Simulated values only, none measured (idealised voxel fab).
process module | voxel transistor to metal
cross-section cut | 150 nm wide | cells 5 nm
A cross-section is a grid of square cells, given in bands from the top down. A band is one or more rows of cells.
Each band's line starts with the height of the band's top and of its bottom, in nm. Then come its materials from left to right, each with its width in nm. One material with "throughout" fills the band from edge to edge. "air" is empty space.
Height 0 is the level under which the wafer as received is all one material. The lowest band goes on downwards, as in "0 down".
A width such as "30 to 40" changes by the same amount from each row of cells to the next, from the band's top row to its bottom row.
"no change" after a step means that no cell of the cross-section changed.
closed voids: empty space of 8 cells or more with no open way to the top, each as width x height at its distance from the left edge, in nm
after a step's settings: what the simulator itself notes on the step
overlay nm, on a step with a mask: how far to the right of its planned place the mask lay; to the left if negative
plan
1 op RECEIVE | material Si
2 op OXIDIZE | depth nm 5
3 op CONFORMAL_DEP | material SiN | thk nm 15
4 op DIRECTIONAL_DEP | material aC | thk nm 15
5 op PATTERN | tone cover | mask id ACTIVE | material resist | width nm 95 | thk nm 30 | overlay nm 0
6 op DIRECTIONAL_ETCH | etch materials aC | depth nm 15
7 op STRIP | etch materials resist
8 op DIRECTIONAL_ETCH | etch materials SiN | depth nm 15
9 op DIRECTIONAL_ETCH | etch materials SiO2 | depth nm 5
10 op DIRECTIONAL_ETCH | etch materials Si | depth nm 35
11 op STRIP | etch materials aC
12 op OXIDIZE | depth nm 5
13 op FILL_DEP | material SiO2 | thk nm 5
14 op CMP | height nm 15
15 op SELECTIVE_ETCH | etch materials SiO2 | depth nm 5
16 op STRIP | etch materials SiN
17 op SELECTIVE_ETCH | etch materials SiO2 | depth nm 5
18 op OXIDIZE | depth nm 5
19 op DIRECTIONAL_DEP | material polySi | thk nm 25
20 op DIRECTIONAL_DEP | material SiCN | thk nm 15
21 op DIRECTIONAL_DEP | material aC | thk nm 10
22 op PATTERN | tone cover | mask id GATE | material resist | width nm 15 | thk nm 30 | overlay nm 0
23 op DIRECTIONAL_ETCH | etch materials aC | depth nm 10
24 op STRIP | etch materials resist
25 op DIRECTIONAL_ETCH | etch materials SiCN | depth nm 25
26 op DIRECTIONAL_ETCH | etch materials polySi | depth nm 35
27 op STRIP | etch materials aC
28 op CONFORMAL_DEP | material SiO2 | thk nm 5
29 op DIRECTIONAL_ETCH | etch materials SiO2 | depth nm 5
30 op CONFORMAL_DEP | material SiN | thk nm 10
31 op DIRECTIONAL_ETCH | etch materials SiN | depth nm 10
32 op DIRECTIONAL_ETCH | etch materials SiO2 | depth nm 5
33 op EPI | material SiGe | thk nm 5
34 op FILL_DEP | material SiO2 | thk nm 10
35 op CMP | height nm 35
36 op DIRECTIONAL_DEP | material SiO2 | thk nm 15
37 op MASKED_ETCH | tone open | mask id CONTACT | width nm 30 | pitch nm 55 | etch materials SiO2 | depth nm 55 | overlay nm 0
38 op CONFORMAL_DEP | material TiN | thk nm 5
39 op FILL_DEP | material W | thk nm 5
40 op CMP | height nm 50
41 op CONFORMAL_DEP | material SiN | thk nm 5
42 op DIRECTIONAL_DEP | material lowk | thk nm 15
43 op MASKED_ETCH | tone open | mask id METAL_1 | width nm 15 | pitch nm 70 | etch materials lowk | depth nm 15 | overlay nm 0
44 op MASKED_ETCH | tone open | mask id METAL_1 | width nm 15 | pitch nm 70 | etch materials SiN | depth nm 5 | overlay nm 0
45 op CONFORMAL_DEP | material TiN | thk nm 5
46 op FILL_DEP | material Cu | thk nm 5
47 op CMP | height nm 70
48 op CONFORMAL_DEP | material SiCN | thk nm 5
as received, after step 1
  0 down: Si throughout
  closed voids: none
first wafer at the end, as planned
  75 to 70: SiCN throughout
  70 to 55: lowk 30 | TiN 5 | Cu 5 | TiN 5 | lowk 55 | TiN 5 | Cu 5 | TiN 5 | lowk 35
  55 to 50: SiN 30 | TiN 15 | SiN 55 | TiN 15 | SiN 35
  50 to 40: SiO2 30 | TiN 5 | W 20 | TiN 5 | SiO2 25 | TiN 5 | W 20 | TiN 5 | SiO2 35
  40 to 35: SiO2 30 | TiN 5 | W 10 | TiN 15 | SiO2 25 | TiN 15 | W 10 | TiN 5 | SiO2 35
  35 to 20: SiO2 30 | TiN 5 | W 10 | TiN 5 | SiN 10 | SiO2 5 | SiCN 15 | SiO2 5 | SiN 10 | TiN 5 | W 10 | TiN 5 | SiO2 35
  20 to 10: SiO2 30 | TiN 5 | W 10 | TiN 5 | SiN 10 | SiO2 5 | polySi 15 | SiO2 5 | SiN 10 | TiN 5 | W 10 | TiN 5 | SiO2 35
  10 to 5: SiO2 30 | TiN 10 | W 5 | TiN 5 | SiN 10 | SiO2 5 | polySi 15 | SiO2 5 | SiN 10 | TiN 5 | W 5 | TiN 10 | SiO2 35
  5 to 0: SiO2 25 | SiN 10 | TiN 5 | W 5 | TiN 5 | SiN 10 | SiO2 5 | polySi 15 | SiO2 5 | SiN 10 | TiN 5 | W 5 | TiN 5 | SiN 10 | SiO2 30
  0 to -5: SiO2 25 | SiN 10 | TiN 15 | SiN 10 | SiO2 5 | polySi 15 | SiO2 5 | SiN 10 | TiN 15 | SiN 10 | SiO2 30
  -5 to -10: SiO2 35 | SiGe 15 | SiO2 45 | SiGe 15 | SiO2 40
  -10 to -45: SiO2 30 | Si 85 | SiO2 35
  -45 down: Si throughout
  closed voids: none
second wafer at the end: like start, like plan, one mistake
  75 to 70: SiCN throughout
  70 to 55: lowk 30 | TiN 5 | Cu 5 | TiN 5 | lowk 55 | TiN 5 | Cu 5 | TiN 5 | lowk 35
  55 to 50: SiN 30 | TiN 15 | SiN 55 | TiN 15 | SiN 35
  50 to 40: SiO2 30 | TiN 5 | W 20 | TiN 5 | SiO2 25 | TiN 5 | W 20 | TiN 5 | SiO2 35
  40 to 35: SiO2 30 | TiN 30 | SiO2 25 | TiN 30 | SiO2 35
  35 to 30: SiCN 65 | SiO2 5 | SiN 5 | SiO2 5 | SiCN 70
  30 to 20: polySi 20 | SiCN 45 | SiO2 5 | SiN 5 | SiO2 5 | SiCN 45 | polySi 25
  20 to 5: polySi 65 | SiO2 5 | SiN 5 | SiO2 5 | polySi 70
  5 to -5: SiO2 20 | polySi 45 | SiO2 5 | SiN 5 | SiO2 5 | polySi 45 | SiO2 25
  -5 to -10: SiO2 throughout
  -10 to -45: SiO2 30 | Si 85 | SiO2 35
  -45 down: Si throughout
  closed voids: none
what went wrong: step 22 ran as: op PATTERN | tone open | mask id GATE | material resist | width nm 15 | thk nm 30 | overlay nm 0
at the end the second wafer has, in cells: 54 more of SiCN | 6 fewer of SiGe | 32 fewer of SiN | 76 fewer of SiO2 | 32 fewer of TiN | 28 fewer of W | 120 more of polySi
